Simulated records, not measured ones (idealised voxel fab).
voxel ribs on slabs: a process module
FYI the section here is cut, 145 nm wide, cells are 5 nm squares.
In this document a cross-section is written as a grid of square cells. It is given as a series of bands, listed from the top down, and a band is one or more rows of cells. What a band's entry tells you: where the top is and where the bottom is, as heights in nm, and after that what lies inside, material by material from left to right, each with its width in nm. Empty space is written as the word "empty", and a single material marked with the word "throughout" occupies the band from edge to edge. Height 0 is the level under which the wafer as received is all one material. The lowest band goes on downwards, as in "top 0, no bottom". A width such as "30..40" changes by the same amount from each row of cells to the next, from the band's top row to its bottom row. Step note "left unchanged" = no cross-section cell changed. This entry, "Closed void catalog", enumerates those empty regions of no fewer than 8 cells that possess no open connection to the top. Each region is reported in the form width x height at distance, the distance being taken from the left edge, with all three quantities expressed in nm. What comes after the settings on a step's line is commentary from the simulator itself on that step. overlay nm: mask right of planned place by this much (step with mask). Neg. = left.
Process steps foreseen in the plan:
1,RECEIVE: material Si
2,DIRECTIONAL_DEP: material SiO2, thk nm 25
3,DIRECTIONAL_DEP: material SiN, thk nm 20
4,DIRECTIONAL_DEP: material aC, thk nm 15
5,PATTERN: tone cover, mask id RIB, material resist, width nm 30, thk nm 35, overlay nm 0
6,DIRECTIONAL_ETCH: etch materials aC, depth nm 15
7,STRIP: etch materials resist
8,DIRECTIONAL_ETCH: etch materials SiN, depth nm 5
9,STRIP: etch materials aC
10,PATTERN: tone cover, mask id SLAB, material resist, width nm 90, thk nm 20, overlay nm 0
11,DIRECTIONAL_ETCH: etch materials SiN, depth nm 15
12,STRIP: etch materials resist
13,FILL_DEP: material SiO2, thk nm 15
14,CMP: height nm 55
15,DIRECTIONAL_DEP: material TiN, thk nm 5
16,MASKED_ETCH: tone cover, mask id HEATER, width nm 40, etch materials TiN, depth nm 5, overlay nm 0
17,CONFORMAL_DEP: material SiO2, thk nm 10
As received, after step 1:
top 0, no bottom = Si throughout
Closed void catalog: none
Run as planned - first of the two wafers cross-sectioned at the end of the module:
top 70, bottom 65 = 40 nm empty; 60 nm SiO2; 45 nm empty
top 65, bottom 60 = SiO2 throughout
top 60, bottom 55 = 50 nm SiO2; 40 nm TiN; 55 nm SiO2
top 55, bottom 45 = SiO2 throughout
top 45, bottom 40 = 55 nm SiO2; 30 nm SiN; 60 nm SiO2
top 40, bottom 25 = 25 nm SiO2; 90 nm SiN; 30 nm SiO2
top 25, bottom 0 = SiO2 throughout
top 0, no bottom = Si throughout
Closed void catalog: none
What the second wafer looks like in cross-section once the module is done. Its start and its plan matched the first wafer's exactly; what differed was one mistake in how it was run:
top 70, bottom 65 = 40 nm empty; 60 nm SiO2; 45 nm empty
top 65, bottom 60 = SiO2 throughout
top 60, bottom 55 = 50 nm SiO2; 40 nm TiN; 55 nm SiO2
top 55, bottom 45 = SiO2 throughout
top 45, bottom 40 = 25 nm SiO2; 30 nm SiN; 30 nm SiO2; 30 nm SiN; 30 nm SiO2
top 40, bottom 30 = 25 nm SiO2; 90 nm SiN; 30 nm SiO2
top 30, bottom 25 = SiN throughout
top 25, bottom 0 = SiO2 throughout
top 0, no bottom = Si throughout
Closed void catalog: none
Deviation noted in wafer processing: step 5 changed vs plan, executed as PATTERN: tone open, mask id RIB, material resist, width nm 30, thk nm 35, overlay nm 0
Final wafer comparison in cells, second versus first, more or fewer per material: +17 SiN; -17 SiO2
